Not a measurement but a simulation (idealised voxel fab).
process module | voxel local oxidation
cross-section cut | 295 nm wide | cells 5 nm
A cross-section is a grid of square cells, given in bands from the top down. A band is one or more rows of cells.
Each band's line starts with the height of the band's top and of its bottom, in nm. Then come its materials from left to right, each with its width in nm. One material with "throughout" fills the band from edge to edge. "air" is empty space.
Height 0 is the level under which the wafer as received is all one material. The lowest band goes on downwards, as in "0 down".
A width such as "30 to 40" changes by the same amount from each row of cells to the next, from the band's top row to its bottom row.
"no change" after a step means that no cell of the cross-section changed.
closed voids: empty space of 8 cells or more with no open way to the top, each as width x height at its distance from the left edge, in nm
after a step's settings: what the simulator itself notes on the step
overlay nm, on a step with a mask: how far to the right of its planned place the mask lay; to the left if negative
plan
1 op RECEIVE | material Si
2 op CONFORMAL_DEP | material SiO2 | thk nm 5
3 op CONFORMAL_DEP | material SiN | thk nm 10
4 op DIRECTIONAL_DEP | material aC | thk nm 10
5 op PATTERN | tone cover | mask id ACTIVE | material resist | width nm 95 | pitch nm 135 | thk nm 30 | overlay nm 0
6 op DIRECTIONAL_ETCH | etch materials aC | depth nm 10
7 op STRIP | etch materials resist
8 op DIRECTIONAL_ETCH | etch materials SiN | depth nm 10
9 op STRIP | etch materials aC
10 op SELECTIVE_ETCH | etch materials SiO2 | depth nm 5
11 op OXIDIZE | depth nm 15
12 op STRIP | etch materials SiN
first wafer, as planned
as received, after step 1
  0 down: Si throughout
  closed voids: none
after step 2
  5 to 0: SiO2 throughout
  below 0: unchanged
after step 3
  15 to 5: SiN throughout
  below 5: unchanged
after step 4
  25 to 15: aC throughout
  below 15: unchanged
after step 5
  55 to 25: air 30 | resist 95 | air 40 | resist 95 | air 35
  below 25: unchanged
after step 6
  45 to 25: air 30 | resist 95 | air 40 | resist 95 | air 35
  25 to 15: air 30 | aC 95 | air 40 | aC 95 | air 35
  below 15: unchanged
after step 7
  25 to 15: air 30 | aC 95 | air 40 | aC 95 | air 35
  below 15: unchanged
after step 8
  25 to 15: air 30 | aC 95 | air 40 | aC 95 | air 35
  15 to 5: air 30 | SiN 95 | air 40 | SiN 95 | air 35
  below 5: unchanged
after step 9
  15 to 5: air 30 | SiN 95 | air 40 | SiN 95 | air 35
  below 5: unchanged
after step 10
  15 to 5: air 30 | SiN 95 | air 40 | SiN 95 | air 35
  5 to 0: air 35 | SiO2 85 | air 50 | SiO2 85 | air 40
  below 0: unchanged
after step 11
  15 to 5: air 30 | SiN 95 | air 40 | SiN 95 | air 35
  5 to 0: air 35 | SiO2 85 | air 50 | SiO2 85 | air 40
  0 to -15: SiO2 50 | Si 55 | SiO2 80 | Si 55 | SiO2 55
  below -15: unchanged
after step 12
  5 to 0: air 35 | SiO2 85 | air 50 | SiO2 85 | air 40
  below 0: unchanged
second wafer: like start, like plan, one mistake. Through step 4 it matches the first wafer
when step 5 should have ended
  55 to 25: air 30 | resist 100 | air 35 | resist 100 | air 30
  below 25: unchanged
when step 6 should have ended
  45 to 25: air 30 | resist 100 | air 35 | resist 100 | air 30
  25 to 15: air 30 | aC 100 | air 35 | aC 100 | air 30
  below 15: unchanged
when step 7 should have ended
  25 to 15: air 30 | aC 100 | air 35 | aC 100 | air 30
  below 15: unchanged
when step 8 should have ended
  25 to 15: air 30 | aC 100 | air 35 | aC 100 | air 30
  15 to 5: air 30 | SiN 100 | air 35 | SiN 100 | air 30
  below 5: unchanged
when step 9 should have ended
  15 to 5: air 30 | SiN 100 | air 35 | SiN 100 | air 30
  below 5: unchanged
when step 10 should have ended
  15 to 5: air 30 | SiN 100 | air 35 | SiN 100 | air 30
  5 to 0: air 35 | SiO2 90 | air 45 | SiO2 90 | air 35
  below 0: unchanged
when step 11 should have ended
  15 to 5: air 30 | SiN 100 | air 35 | SiN 100 | air 30
  5 to 0: air 35 | SiO2 90 | air 45 | SiO2 90 | air 35
  0 to -15: SiO2 50 | Si 60 | SiO2 75 | Si 60 | SiO2 50
  below -15: unchanged
when step 12 should have ended
  5 to 0: air 35 | SiO2 90 | air 45 | SiO2 90 | air 35
  below 0: unchanged
what went wrong: step 5 ran as: op PATTERN | tone cover | mask id ACTIVE | material resist | width nm 100 | pitch nm 135 | thk nm 30 | overlay nm 0
at the end the second wafer has, in cells: 6 more of Si | 4 fewer of SiO2
